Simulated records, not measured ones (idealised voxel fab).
process module | voxel self aligned vias
cross-section cut | 295 nm wide | cells 5 nm
A cross-section is a grid of square cells, given in bands from the top down. A band is one or more rows of cells.
Each band's line starts with the height of the band's top and of its bottom, in nm. Then come its materials from left to right, each with its width in nm. One material with "throughout" fills the band from edge to edge. "air" is empty space.
Height 0 is the level under which the wafer as received is all one material. The lowest band goes on downwards, as in "0 down".
A width such as "30 to 40" changes by the same amount from each row of cells to the next, from the band's top row to its bottom row.
"no change" after a step means that no cell of the cross-section changed.
closed voids: empty space of 8 cells or more with no open way to the top, each as width x height at its distance from the left edge, in nm
after a step's settings: what the simulator itself notes on the step
overlay nm, on a step with a mask: how far to the right of its planned place the mask lay; to the left if negative
plan
1 op RECEIVE | material Si
2 op CONFORMAL_DEP | material SiO2 | thk nm 10
3 op CONFORMAL_DEP | material SiCN | thk nm 5
4 op DIRECTIONAL_DEP | material lowk | thk nm 25
5 op DIRECTIONAL_DEP | material aC | thk nm 10
6 op PATTERN | tone open | mask id LINES | material resist | width nm 25 | pitch nm 50 | thk nm 30 | overlay nm 0
7 op DIRECTIONAL_ETCH | etch materials aC | depth nm 10
8 op STRIP | etch materials resist
9 op DIRECTIONAL_ETCH | etch materials lowk | depth nm 25
10 op STRIP | etch materials aC
11 op CONFORMAL_DEP | material TiN | thk nm 5
12 op FILL_DEP | material Ru | thk nm 5
13 op CMP | height nm 40
14 op SELECTIVE_ETCH | etch materials W Ru TiN | depth nm 5
15 op FILL_DEP | material SiN | thk nm 10
16 op CMP | height nm 40
17 op DIRECTIONAL_DEP | material lowk | thk nm 15
18 op PATTERN | tone open | mask id VIAS | material resist | width nm 35 | thk nm 15 | overlay nm 0
19 op DIRECTIONAL_ETCH | etch materials lowk | depth nm 15
20 op DIRECTIONAL_ETCH | etch materials SiN | depth nm 5
21 op STRIP | etch materials resist
22 op CONFORMAL_DEP | material TiN | thk nm 5
23 op FILL_DEP | material Cu | thk nm 10
24 op CMP | height nm 55
25 op CONFORMAL_DEP | material SiCN | thk nm 5
first wafer, as planned
as received, after step 1
  0 down: Si throughout
  closed voids: none
after step 2
  10 to 0: SiO2 throughout
  below 0: unchanged
after step 3
  15 to 10: SiCN throughout
  below 10: unchanged
after step 4
  40 to 15: lowk throughout
  below 15: unchanged
after step 5
  50 to 40: aC throughout
  below 40: unchanged
after step 6
  80 to 50: resist 110 | air 25 | resist 25 | air 25 | resist 110
  below 50: unchanged
after step 7
  70 to 50: resist 110 | air 25 | resist 25 | air 25 | resist 110
  50 to 40: aC 110 | air 25 | aC 25 | air 25 | aC 110
  below 40: unchanged
after step 8
  50 to 40: aC 110 | air 25 | aC 25 | air 25 | aC 110
  below 40: unchanged
after step 9
  50 to 40: aC 110 | air 25 | aC 25 | air 25 | aC 110
  40 to 15: lowk 110 | air 25 | lowk 25 | air 25 | lowk 110
  below 15: unchanged
after step 10
  40 to 15: lowk 110 | air 25 | lowk 25 | air 25 | lowk 110
  below 15: unchanged
after step 11
  45 to 40: TiN 115 | air 15 | TiN 35 | air 15 | TiN 115
  40 to 20: lowk 110 | TiN 5 | air 15 | TiN 5 | lowk 25 | TiN 5 | air 15 | TiN 5 | lowk 110
  20 to 15: lowk 110 | TiN 25 | lowk 25 | TiN 25 | lowk 110
  below 15: unchanged
after step 12
  50 to 45: Ru throughout
  45 to 40: TiN 115 | Ru 15 | TiN 35 | Ru 15 | TiN 115
  40 to 20: lowk 110 | TiN 5 | Ru 15 | TiN 5 | lowk 25 | TiN 5 | Ru 15 | TiN 5 | lowk 110
  below 20: unchanged
after step 13
  40 to 20: lowk 110 | TiN 5 | Ru 15 | TiN 5 | lowk 25 | TiN 5 | Ru 15 | TiN 5 | lowk 110
  below 20: unchanged
after step 14
  40 to 35: lowk 110 | air 25 | lowk 25 | air 25 | lowk 110
  below 35: unchanged
after step 15
  50 to 40: SiN throughout
  40 to 35: lowk 110 | SiN 25 | lowk 25 | SiN 25 | lowk 110
  below 35: unchanged
after step 16
  40 to 35: lowk 110 | SiN 25 | lowk 25 | SiN 25 | lowk 110
  below 35: unchanged
after step 17
  55 to 40: lowk throughout
  below 40: unchanged
after step 18
  70 to 55: resist 105 | air 35 | resist 155
  below 55: unchanged
after step 19
  70 to 55: resist 105 | air 35 | resist 155
  55 to 40: lowk 105 | air 35 | lowk 155
  below 40: unchanged
after step 20
  70 to 55: resist 105 | air 35 | resist 155
  55 to 40: lowk 105 | air 35 | lowk 155
  40 to 35: lowk 110 | air 25 | lowk 25 | SiN 25 | lowk 110
  below 35: unchanged
after step 21
  55 to 40: lowk 105 | air 35 | lowk 155
  below 40: unchanged
after step 22
  60 to 55: TiN 110 | air 25 | TiN 160
  55 to 45: lowk 105 | TiN 5 | air 25 | TiN 5 | lowk 155
  45 to 40: lowk 105 | TiN 10 | air 15 | TiN 10 | lowk 155
  40 to 35: lowk 110 | TiN 25 | lowk 25 | SiN 25 | lowk 110
  below 35: unchanged
after step 23
  70 to 60: Cu throughout
  60 to 55: TiN 110 | Cu 25 | TiN 160
  55 to 45: lowk 105 | TiN 5 | Cu 25 | TiN 5 | lowk 155
  45 to 40: lowk 105 | TiN 10 | Cu 15 | TiN 10 | lowk 155
  below 40: unchanged
after step 24
  55 to 45: lowk 105 | TiN 5 | Cu 25 | TiN 5 | lowk 155
  below 45: unchanged
after step 25
  60 to 55: SiCN throughout
  below 55: unchanged
second wafer: like start, like plan, one mistake. Through step 18 it matches the first wafer
when step 19 should have ended
  70 to 55: resist 105 | air 35 | resist 155
  55 to 40: lowk 105 | air 35 | lowk 155
  40 to 35: lowk 105 | air 5 | SiN 25 | air 5 | lowk 20 | SiN 25 | lowk 110
  35 to 25: lowk 105 | air 5 | TiN 5 | Ru 15 | TiN 5 | air 5 | lowk 20 | TiN 5 | Ru 15 | TiN 5 | lowk 110
  below 25: unchanged
when step 20 should have ended
  70 to 55: resist 105 | air 35 | resist 155
  55 to 40: lowk 105 | air 35 | lowk 155
  40 to 35: lowk 105 | air 35 | lowk 20 | SiN 25 | lowk 110
  below 35: unchanged
when step 21 should have ended
  55 to 40: lowk 105 | air 35 | lowk 155
  below 40: unchanged
when step 22 should have ended
  60 to 55: TiN 110 | air 25 | TiN 160
  55 to 40: lowk 105 | TiN 5 | air 25 | TiN 5 | lowk 155
  40 to 35: lowk 105 | TiN 35 | lowk 20 | SiN 25 | lowk 110
  35 to 25: lowk 105 | TiN 10 | Ru 15 | TiN 10 | lowk 20 | TiN 5 | Ru 15 | TiN 5 | lowk 110
  below 25: unchanged
when step 23 should have ended
  70 to 60: Cu throughout
  60 to 55: TiN 110 | Cu 25 | TiN 160
  55 to 40: lowk 105 | TiN 5 | Cu 25 | TiN 5 | lowk 155
  below 40: unchanged
when step 24 should have ended
  55 to 40: lowk 105 | TiN 5 | Cu 25 | TiN 5 | lowk 155
  below 40: unchanged
when step 25 should have ended
  60 to 55: SiCN throughout
  below 55: unchanged
what went wrong: step 19 was run twice
at the end the second wafer has, in cells: 2 more of Cu | 4 more of TiN | 6 fewer of lowk
